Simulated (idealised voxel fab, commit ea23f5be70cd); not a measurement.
Title: Process Module voxel plated lines
The cross-section on display is named cut; it measures 235 nm wide, and its cells are 5 nm squares.
Cross-section spec: square-cell grid; bands listed top down; each band is one or more rows.
Basically the band line says how high the top is and how high the bottom is, in nm, and then what's in it from left to right, every material with its width in nm. Empty space shows up as "blank", and if a single material carries "edge to edge" it runs the full band edge to edge.
Heights from 0 (as-received wafer is one material below). Bottom band endless downward, as "from 0 down".
Quick explanation for "30 to 40": the width changes in equal steps down the rows of cells, from the first number in the band's top row to the second number in its bottom row.
Where the words "stayed the same" appear for a step, the cross-section shows no cell changed by that step; every cell remained as before.
Under "Voids lacking openings" you'll find the enclosed gaps, the ones with no way out to the top, that are 8 cells or bigger; each reads width x height at distance, with distance counted from the left edge, everything in nm.
Heads up: the bit after the settings on a step's line is the simulator's remark on that step.
overlay nm: where the mask lay relative to plan, measured to the right, on steps with a mask; negatives go left.

### Planned process steps
1,RECEIVE [material Si]
2,CONFORMAL_DEP [material SiO2] [thk nm 15]
3,DIRECTIONAL_DEP [material TiN] [thk nm 5]
4,PATTERN [tone open] [mask id LINES] [material resist] [width nm 25] [pitch nm 45] [thk nm 20] [overlay nm 0]
5,EPI [material Ru] [thk nm 10]
6,STRIP [etch materials resist]
7,DIRECTIONAL_ETCH [etch materials TiN] [depth nm 5]
8,CONFORMAL_DEP [material SiO2] [thk nm 5]

### Wafer cross-section on receipt, i.e. after step 1
from 0 down: Si edge to edge
Voids lacking openings: none

### Look at the cross-section after the module: the wafer started out the way shown above and the plan was the one shown above, yet one mistake was made along the way
from 30 to 25: 55 blank, 35 SiO2, 10 blank, 35 SiO2, 10 blank, 35 SiO2, 55 blank
from 25 to 20: 60 SiO2, 25 Ru, 20 SiO2, 25 Ru, 20 SiO2, 25 Ru, 60 SiO2
from 20 to 15: TiN edge to edge
from 15 to 0: SiO2 edge to edge
from 0 down: Si edge to edge
Voids lacking openings: none
Deviation noted in wafer processing: step 7 did not happen as planned, as run it was DIRECTIONAL_ETCH [etch materials Ru] [depth nm 5]
